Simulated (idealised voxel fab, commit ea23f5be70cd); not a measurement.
The following process module bears the name voxel spacer lines.
We display cut, a cross-section 235 nm in width whose square cells are each 5 nm.
How to read a cross-section here: the picture is a grid of square cells, written as bands going from the top down, and any band can span one or more rows of cells. Read a band's entry like this: the first values are the height of its top and the height of its bottom in nm, and what follows is the sequence of materials from left to right, each with its width in nm. Note that "air" is empty space, and that a single material marked "all across" reaches across the band from edge to edge. Heights are expressed relative to 0, this being the level below which the as-received wafer comprises one material exclusively. The lowest band is unbounded in the downward direction and is denoted as in "top 0, no bottom". So if you see something like "30 to 40" for the width, read it as the top row of the band sitting at the first number and the bottom row at the second, with every row in between moving by the same amount as the last. "no alterations made", as given for a step, is the statement that not any cell of the cross-section underwent a change during that step. Closed empty spaces (no open way to the top) of 8 cells or more are what "Sealed void list" lists, each as width x height at distance from the left edge, nm for all three. That trailing text on a step's line, after the settings, is the simulator's own remark on the step. A step's line can hold "overlay nm"; with a mask on that step, the setting says how far right of the planned place the mask lay, while a negative setting says it lay to the left.
### Below is the list of planned process steps
1: op RECEIVE | material Si
2: op CONFORMAL_DEP | material SiO2 | thk nm 5
3: op DIRECTIONAL_DEP | material TiN | thk nm 20
4: op DIRECTIONAL_DEP | material aC | thk nm 20
5: op PATTERN | tone cover | mask id MANDREL | material resist | width nm 15 | pitch nm 60 | thk nm 25 | overlay nm 0
6: op DIRECTIONAL_ETCH | etch materials aC | depth nm 20
7: op STRIP | etch materials resist
8: op CONFORMAL_DEP | material SiN | thk nm 15
9: op DIRECTIONAL_ETCH | etch materials SiN | depth nm 15
10: op STRIP | etch materials aC
11: op DIRECTIONAL_ETCH | etch materials TiN | depth nm 20
12: op STRIP | etch materials SiN
13: op FILL_DEP | material SiO2 | thk nm 5
14: op CMP | height nm 25
### Wafer at receipt (post step 1), cross-section
	top 0, no bottom: Si all across
	Sealed void list: none
### Starting structure and process plan are as shown above, but one mistake was made in running the module; the wafer cross-section at the end of the module follows
	top 20, bottom 5: 65 nm SiO2; 15 nm TiN; 15 nm SiO2; 15 nm TiN; 15 nm SiO2; 15 nm TiN; 15 nm SiO2; 15 nm TiN; 65 nm SiO2
	top 5, bottom 0: SiO2 all across
	top 0, no bottom: Si all across
	Sealed void list: none
Processing error: step 14 ran as: op CMP | height nm 20
